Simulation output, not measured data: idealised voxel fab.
Process module in this document: voxel self aligned vias
300 nm wide, 5 nm square cells: that's cross-section cut.
Cross-sections here: square-cell grids, written as top-down lists of bands, a band being one or more rows of cells.
Basically the band line says how high the top is and how high the bottom is, in nm, and then what's in it from left to right, every material with its width in nm. Empty space shows up as "blank", and if a single material carries "everywhere" it runs the full band edge to edge.
Where do heights start? At 0: under that level the wafer as delivered is made of one material only. And the lowest band has no floor; it just carries on downward, as in "0 -> down".
So if you see something like "30 to 40" for the width, read it as the top row of the band sitting at the first number and the bottom row at the second, with every row in between moving by the same amount as the last.
"stayed the same" (step): cross-section cells unchanged, all of them.
This entry, "Enclosed void entries", enumerates those empty regions of no fewer than 8 cells that possess no open connection to the top. Each region is reported in the form width x height at distance, the distance being taken from the left edge, with all three quantities expressed in nm.
Note: text after step settings on the step line = simulator remark on that step.
"overlay nm" on a masked step: distance the mask lay right of its planned place, negative for left.
For the reader: what remains of this document is a series of pairs, each showing a cross-section before one process step and a cross-section after that step which reaches down only to the lowest band that changed, with the step between them and its settings set out under the pair. It should not be assumed that a pair continues from the pair above it; the pairs can come from different runs of this module on the same starting wafer, and such continuity exists only where the entry headed "Before step" says so.
Before step:
  45 -> 35: aC: 100 / blank: 20 / aC: 50 / blank: 20 / aC: 110
  35 -> 15: lowk everywhere
  15 -> 10: SiCN everywhere
  10 -> 0: SiO2 everywhere
  0 -> down: Si everywhere
  Enclosed void entries: none
Structure After Step:
  45 -> 35: aC: 100 / blank: 20 / aC: 50 / blank: 20 / aC: 110
  35 -> 15: lowk: 100 / blank: 20 / lowk: 50 / blank: 20 / lowk: 110
  Below a height of 15, the structure has not been altered.
  Enclosed void entries: none
Transition step, before and after shown above: DIRECTIONAL_ETCH, etch materials lowk, depth nm 20
Before step: For the state before this step, see the after cross-section of the pair located directly above.
Structure After Step:
  35 -> 15: lowk: 100 / blank: 20 / lowk: 50 / blank: 20 / lowk: 110
  Below a height of 15, the structure has not been altered.
  Enclosed void entries: none
Transition step, before and after shown above: STRIP, etch materials aC
Before step: For the state before this step, see the after cross-section of the pair located directly above.
Structure After Step:
  40 -> 35: TiN: 105 / blank: 10 / TiN: 60 / blank: 10 / TiN: 115
  35 -> 20: lowk: 100 / TiN: 5 / blank: 10 / TiN: 5 / lowk: 50 / TiN: 5 / blank: 10 / TiN: 5 / lowk: 110
  20 -> 15: lowk: 100 / TiN: 20 / lowk: 50 / TiN: 20 / lowk: 110
  Below a height of 15, the structure has not been altered.
  Enclosed void entries: none
Transition step, before and after shown above: CONFORMAL_DEP, material TiN, thk nm 5
Before step: For the state before this step, see the after cross-section of the pair located directly above.
Structure After Step:
  50 -> 40: W everywhere
  40 -> 35: TiN: 105 / W: 10 / TiN: 60 / W: 10 / TiN: 115
  35 -> 20: lowk: 100 / TiN: 5 / W: 10 / TiN: 5 / lowk: 50 / TiN: 5 / W: 10 / TiN: 5 / lowk: 110
  Below a height of 20, the structure has not been altered.
  Enclosed void entries: none
Transition step, before and after shown above: FILL_DEP, material W, thk nm 10
Before step: For the state before this step, see the after cross-section of the pair located directly above.
Structure After Step:
  35 -> 20: lowk: 100 / TiN: 5 / W: 10 / TiN: 5 / lowk: 50 / TiN: 5 / W: 10 / TiN: 5 / lowk: 110
  Below a height of 20, the structure has not been altered.
  Enclosed void entries: none
Transition step, before and after shown above: CMP, height nm 35
Before step: For the state before this step, see the after cross-section of the pair located directly above.
Structure After Step:
  35 -> 30: lowk: 100 / blank: 20 / lowk: 50 / blank: 20 / lowk: 110
  Below a height of 30, the structure has not been altered.
  Enclosed void entries: none
Transition step, before and after shown above: SELECTIVE_ETCH, etch materials W Ru TiN, depth nm 5
Before step: For the state before this step, see the after cross-section of the pair located directly above.
Structure After Step:
  40 -> 35: SiN everywhere
  35 -> 30: lowk: 100 / SiN: 20 / lowk: 50 / SiN: 20 / lowk: 110
  Below a height of 30, the structure has not been altered.
  Enclosed void entries: none
Transition step, before and after shown above: FILL_DEP, material SiN, thk nm 5
Before step: For the state before this step, see the after cross-section of the pair located directly above.
Structure After Step:
  35 -> 30: lowk: 100 / SiN: 20 / lowk: 50 / SiN: 20 / lowk: 110
  Below a height of 30, the structure has not been altered.
  Enclosed void entries: none
Transition step, before and after shown above: CMP, height nm 35
Before step: For the state before this step, see the after cross-section of the pair located directly above.
Structure After Step:
  55 -> 35: lowk everywhere
  Below a height of 35, the structure has not been altered.
  Enclosed void entries: none
Transition step, before and after shown above: DIRECTIONAL_DEP, material lowk, thk nm 20
Before step: For the state before this step, see the after cross-section of the pair located directly above.
Structure After Step:
  75 -> 55: resist: 95 / blank: 40 / resist: 165
  Below a height of 55, the structure has not been altered.
  Enclosed void entries: none
Transition step, before and after shown above: PATTERN, tone open, mask id VIAS, material resist, width nm 40, thk nm 20, overlay nm 0
Before step: For the state before this step, see the after cross-section of the pair located directly above.
Structure After Step:
  75 -> 55: resist: 95 / blank: 40 / resist: 165
  55 -> 35: lowk: 95 / blank: 40 / lowk: 165
  Below a height of 35, the structure has not been altered.
  Enclosed void entries: none
Transition step, before and after shown above: DIRECTIONAL_ETCH, etch materials lowk, depth nm 20
Before step: For the state before this step, see the after cross-section of the pair located directly above.
Structure After Step:
  75 -> 55: resist: 95 / blank: 40 / resist: 165
  55 -> 35: lowk: 95 / blank: 40 / lowk: 165
  35 -> 30: lowk: 100 / blank: 20 / lowk: 50 / SiN: 20 / lowk: 110
  Below a height of 30, the structure has not been altered.
  Enclosed void entries: none
Transition step, before and after shown above: DIRECTIONAL_ETCH, etch materials SiN, depth nm 5
Before step: For the state before this step, see the after cross-section of the pair located directly above.
Structure After Step:
  55 -> 35: lowk: 95 / blank: 40 / lowk: 165
  Below a height of 35, the structure has not been altered.
  Enclosed void entries: none
Transition step, before and after shown above: STRIP, etch materials resist
Before step: For the state before this step, see the after cross-section of the pair located directly above.
Structure After Step:
  60 -> 55: TiN: 100 / blank: 30 / TiN: 170
  55 -> 40: lowk: 95 / TiN: 5 / blank: 30 / TiN: 5 / lowk: 165
  40 -> 35: lowk: 95 / TiN: 10 / blank: 10 / TiN: 20 / lowk: 165
  35 -> 30: lowk: 100 / TiN: 20 / lowk: 50 / SiN: 20 / lowk: 110
  Below a height of 30, the structure has not been altered.
  Enclosed void entries: none
Transition step, before and after shown above: CONFORMAL_DEP, material TiN, thk nm 5
Before step: For the state before this step, see the after cross-section of the pair located directly above.
Structure After Step:
  70 -> 60: W everywhere
  60 -> 55: TiN: 100 / W: 30 / TiN: 170
  55 -> 40: lowk: 95 / TiN: 5 / W: 30 / TiN: 5 / lowk: 165
  40 -> 35: lowk: 95 / TiN: 10 / W: 10 / TiN: 20 / lowk: 165
  Below a height of 35, the structure has not been altered.
  Enclosed void entries: none
Transition step, before and after shown above: FILL_DEP, material W, thk nm 10
Before step: For the state before this step, see the after cross-section of the pair located directly above.
Structure After Step:
  55 -> 40: lowk: 95 / TiN: 5 / W: 30 / TiN: 5 / lowk: 165
  Below a height of 40, the structure has not been altered.
  Enclosed void entries: none
Transition step, before and after shown above: CMP, height nm 55
Before step: For the state before this step, see the after cross-section of the pair located directly above.
Structure After Step:
  60 -> 55: SiN everywhere
  Below a height of 55, the structure has not been altered.
  Enclosed void entries: none
Transition step, before and after shown above: CONFORMAL_DEP, material SiN, thk nm 5
Before step:
  35 -> 30: lowk: 105 / blank: 20 / lowk: 50 / blank: 20 / lowk: 105
  30 -> 20: lowk: 105 / TiN: 5 / W: 10 / TiN: 5 / lowk: 50 / TiN: 5 / W: 10 / TiN: 5 / lowk: 105
  20 -> 15: lowk: 105 / TiN: 20 / lowk: 50 / TiN: 20 / lowk: 105
  15 -> 10: SiCN everywhere
  10 -> 0: SiO2 everywhere
  0 -> down: Si everywhere
  Enclosed void entries: none
Structure After Step:
  40 -> 35: W everywhere
  35 -> 30: lowk: 105 / W: 20 / lowk: 50 / W: 20 / lowk: 105
  Below a height of 30, the structure has not been altered.
  Enclosed void entries: none
Transition step, before and after shown above: FILL_DEP, material W, thk nm 5
Before step: For the state before this step, see the after cross-section of the pair located directly above.
Structure After Step:
  35 -> 30: lowk: 105 / W: 20 / lowk: 50 / W: 20 / lowk: 105
  Below a height of 30, the structure has not been altered.
  Enclosed void entries: none
Transition step, before and after shown above: CMP, height nm 35
Before step: For the state before this step, see the after cross-section of the pair located directly above.
Structure After Step:
  55 -> 35: lowk everywhere
  Below a height of 35, the structure has not been altered.
  Enclosed void entries: none
Transition step, before and after shown above: DIRECTIONAL_DEP, material lowk, thk nm 20
Before step: For the state before this step, see the after cross-section of the pair located directly above.
Structure After Step:
  75 -> 55: resist: 95 / blank: 40 / resist: 165
  Below a height of 55, the structure has not been altered.
  Enclosed void entries: none
Transition step, before and after shown above: PATTERN, tone open, mask id VIAS, material resist, width nm 40, thk nm 20, overlay nm 0
Before step: For the state before this step, see the after cross-section of the pair located directly above.
Structure After Step:
  75 -> 55: resist: 95 / blank: 40 / resist: 165
  55 -> 35: lowk: 95 / blank: 40 / lowk: 165
  Below a height of 35, the structure has not been altered.
  Enclosed void entries: none
Transition step, before and after shown above: DIRECTIONAL_ETCH, etch materials lowk, depth nm 20
Before step: For the state before this step, see the after cross-section of the pair located directly above.
Structure After Step:
  55 -> 35: lowk: 95 / blank: 40 / lowk: 165
  Below a height of 35, the structure has not been altered.
  Enclosed void entries: none
Transition step, before and after shown above: STRIP, etch materials resist
Before step: For the state before this step, see the after cross-section of the pair located directly above.
Structure After Step:
  60 -> 55: TiN: 100 / blank: 30 / TiN: 170
  55 -> 40: lowk: 95 / TiN: 5 / blank: 30 / TiN: 5 / lowk: 165
  40 -> 35: lowk: 95 / TiN: 40 / lowk: 165
  Below a height of 35, the structure has not been altered.
  Enclosed void entries: none
Transition step, before and after shown above: CONFORMAL_DEP, material TiN, thk nm 5
Before step: For the state before this step, see the after cross-section of the pair located directly above.
Structure After Step:
  70 -> 60: W everywhere
  60 -> 55: TiN: 100 / W: 30 / TiN: 170
  55 -> 40: lowk: 95 / TiN: 5 / W: 30 / TiN: 5 / lowk: 165
  Below a height of 40, the structure has not been altered.
  Enclosed void entries: none
Transition step, before and after shown above: FILL_DEP, material W, thk nm 10
Before step: For the state before this step, see the after cross-section of the pair located directly above.
Structure After Step:
  55 -> 40: lowk: 95 / TiN: 5 / W: 30 / TiN: 5 / lowk: 165
  Below a height of 40, the structure has not been altered.
  Enclosed void entries: none
Transition step, before and after shown above: CMP, height nm 55
Before step: For the state before this step, see the after cross-section of the pair located directly above.
Structure After Step:
  60 -> 55: SiN everywhere
  Below a height of 55, the structure has not been altered.
  Enclosed void entries: none
Transition step, before and after shown above: CONFORMAL_DEP, material SiN, thk nm 5
Before step:
  55 -> 35: lowk everywhere
  35 -> 30: lowk: 105 / SiN: 20 / lowk: 50 / SiN: 20 / lowk: 105
  30 -> 20: lowk: 105 / TiN: 5 / W: 10 / TiN: 5 / lowk: 50 / TiN: 5 / W: 10 / TiN: 5 / lowk: 105
  20 -> 15: lowk: 105 / TiN: 20 / lowk: 50 / TiN: 20 / lowk: 105
  15 -> 10: SiCN everywhere
  10 -> 0: SiO2 everywhere
  0 -> down: Si everywhere
  Enclosed void entries: none
Structure After Step:
  75 -> 55: blank: 95 / resist: 40 / blank: 165
  Below a height of 55, the structure has not been altered.
  Enclosed void entries: none
Transition step, before and after shown above: PATTERN, tone cover, mask id VIAS, material resist, width nm 40, thk nm 20, overlay nm 0
Before step: For the state before this step, see the after cross-section of the pair located directly above.
Structure After Step:
  75 -> 55: blank: 95 / resist: 40 / blank: 165
  55 -> 35: blank: 95 / lowk: 40 / blank: 165
  Below a height of 35, the structure has not been altered.
  Enclosed void entries: none
Transition step, before and after shown above: DIRECTIONAL_ETCH, etch materials lowk, depth nm 20
Before step: For the state before this step, see the after cross-section of the pair located directly above.
Structure After Step:
  75 -> 55: blank: 95 / resist: 40 / blank: 165
  55 -> 35: blank: 95 / lowk: 40 / blank: 165
  35 -> 30: lowk: 105 / SiN: 20 / lowk: 50 / blank: 20 / lowk: 105
  Below a height of 30, the structure has not been altered.
  Enclosed void entries: none
Transition step, before and after shown above: DIRECTIONAL_ETCH, etch materials SiN, depth nm 5
Before step: For the state before this step, see the after cross-section of the pair located directly above.
Structure After Step:
  55 -> 35: blank: 95 / lowk: 40 / blank: 165
  Below a height of 35, the structure has not been altered.
  Enclosed void entries: none
Transition step, before and after shown above: STRIP, etch materials resist
Before step: For the state before this step, see the after cross-section of the pair located directly above.
Structure After Step:
  60 -> 55: blank: 90 / TiN: 50 / blank: 160
  55 -> 40: blank: 90 / TiN: 5 / lowk: 40 / TiN: 5 / blank: 160
  40 -> 35: TiN: 95 / lowk: 40 / TiN: 45 / blank: 10 / TiN: 110
  35 -> 30: lowk: 105 / SiN: 20 / lowk: 50 / TiN: 20 / lowk: 105
  Below a height of 30, the structure has not been altered.
  Enclosed void entries: none
Transition step, before and after shown above: CONFORMAL_DEP, material TiN, thk nm 5
Before step: For the state before this step, see the after cross-section of the pair located directly above.
Structure After Step:
  70 -> 60: W everywhere
  60 -> 55: W: 90 / TiN: 50 / W: 160
  55 -> 40: W: 90 / TiN: 5 / lowk: 40 / TiN: 5 / W: 160
  40 -> 35: TiN: 95 / lowk: 40 / TiN: 45 / W: 10 / TiN: 110
  Below a height of 35, the structure has not been altered.
  Enclosed void entries: none
Transition step, before and after shown above: FILL_DEP, material W, thk nm 10
Before step: For the state before this step, see the after cross-section of the pair located directly above.
Structure After Step:
  55 -> 40: W: 90 / TiN: 5 / lowk: 40 / TiN: 5 / W: 160
  Below a height of 40, the structure has not been altered.
  Enclosed void entries: none
Transition step, before and after shown above: CMP, height nm 55
Before step: For the state before this step, see the after cross-section of the pair located directly above.
Structure After Step:
  60 -> 55: SiN everywhere
  Below a height of 55, the structure has not been altered.
  Enclosed void entries: none
Transition step, before and after shown above: CONFORMAL_DEP, material SiN, thk nm 5
